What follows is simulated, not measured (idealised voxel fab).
You're looking at the process module voxel gate over fins.
This is section cut - it's 255 nm across, gridded in 5 nm square cells.
Throughout this document, each cross-section is represented as a grid of square cells and is presented as a sequence of bands enumerated from the top downward, where a band comprises one or more rows of cells. The entry gives the band's vertical extent as a top height and a bottom height in nm, then its horizontal make-up as materials from left to right, each with a width in nm. "blank" stands for empty space; a single material marked "throughout" fills the band edge to edge. Below 0: as-received wafer, all one material; heights counted from there. Lowest band: no bottom, goes on down, written "0 -> down". So if you see something like "30..40" for the width, read it as the top row of the band sitting at the first number and the bottom row at the second, with every row in between moving by the same amount as the last. "nothing altered", as given for a step, is the statement that not any cell of the cross-section underwent a change during that step. Entry "Closed void inventory" = empty spaces >= 8 cells with no open way to the top; each as width x height at distance, distance from left edge, all nm. Where a step's line continues beyond its settings, the continuation is a remark by the simulator itself on that step. Steps that use a mask can have "overlay nm" on their line. It says how far the mask sat to the right of where it was meant to be. Negative means to the left.

The following list gives the planned process steps:
1) RECEIVE,material Si
2) CONFORMAL_DEP,material SiN,thk nm 10
3) MASKED_ETCH,tone cover,mask id FINS,width nm 15,pitch nm 60,etch materials SiN,depth nm 10,overlay nm 0
4) MASKED_ETCH,tone cover,mask id FINS,width nm 15,pitch nm 60,etch materials Si,depth nm 35,overlay nm 0
5) OXIDIZE,depth nm 5
6) FILL_DEP,material SiO2,thk nm 10
7) CMP,height nm 10
8) PATTERN,tone open,mask id RAIL,material resist,width nm 15,thk nm 20,overlay nm 0
9) DIRECTIONAL_ETCH,etch materials SiO2,depth nm 40
10) STRIP,etch materials resist
11) CONFORMAL_DEP,material TiN,thk nm 5
12) FILL_DEP,material Ru,thk nm 5
13) CMP,height nm 10
14) SELECTIVE_ETCH,etch materials W Ru TiN,depth nm 30
15) FILL_DEP,material SiO2,thk nm 5
16) CMP,height nm 10
17) SELECTIVE_ETCH,etch materials SiO2,depth nm 25
18) STRIP,etch materials SiN
19) CONFORMAL_DEP,material HfO2,thk nm 5
20) CONFORMAL_DEP,material TiN,thk nm 5
21) FILL_DEP,material W,thk nm 15
22) CMP,height nm 20
23) CONFORMAL_DEP,material SiCN,thk nm 10

Received-state cross-section, reflecting completion of step 1:
0 -> down = Si throughout
Closed void inventory: none

This is how the wafer looks in cross-section once the module is done, given the starting state and plan above and one mistake in carrying the plan out:
30 -> 20 = SiCN throughout
20 -> 10 = W throughout
10 -> 5 = W=55; TiN=25; W=35; TiN=25; W=35; TiN=25; W=55
5 -> 0 = W=55; TiN=5; HfO2=15; TiN=5; W=35; TiN=5; HfO2=15; TiN=5; W=35; TiN=5; HfO2=15; TiN=5; W=55
0 -> -5 = W=55; TiN=5; HfO2=5; Si=5; HfO2=5; TiN=5; W=35; TiN=5; HfO2=5; Si=5; HfO2=5; TiN=5; W=35; TiN=5; HfO2=5; Si=5; HfO2=5; TiN=5; W=55
-5 -> -10 = TiN=60; HfO2=5; Si=5; HfO2=5; TiN=45; HfO2=5; Si=5; HfO2=5; TiN=45; HfO2=5; Si=5; HfO2=5; TiN=60
-10 -> -15 = HfO2=65; Si=5; HfO2=55; Si=5; HfO2=55; Si=5; HfO2=65
-15 -> -20 = SiO2=65; Si=5; SiO2=55; Si=5; SiO2=55; Si=5; SiO2=65
-20 -> -25 = SiO2=65; Si=5; SiO2=20; TiN=5; Ru=10; TiN=5; SiO2=15; Si=5; SiO2=55; Si=5; SiO2=65
-25 -> -30 = SiO2=65; Si=5; SiO2=20; TiN=20; SiO2=15; Si=5; SiO2=55; Si=5; SiO2=65
-30 -> -40 = SiO2=65; Si=5; SiO2=55; Si=5; SiO2=55; Si=5; SiO2=65
-40 -> down = Si throughout
Closed void inventory: none
It is concluded that the wafer was processed incorrectly with respect to the plan, in that step 8 ran as: PATTERN,tone open,mask id RAIL,material resist,width nm 20,thk nm 20,overlay nm 0
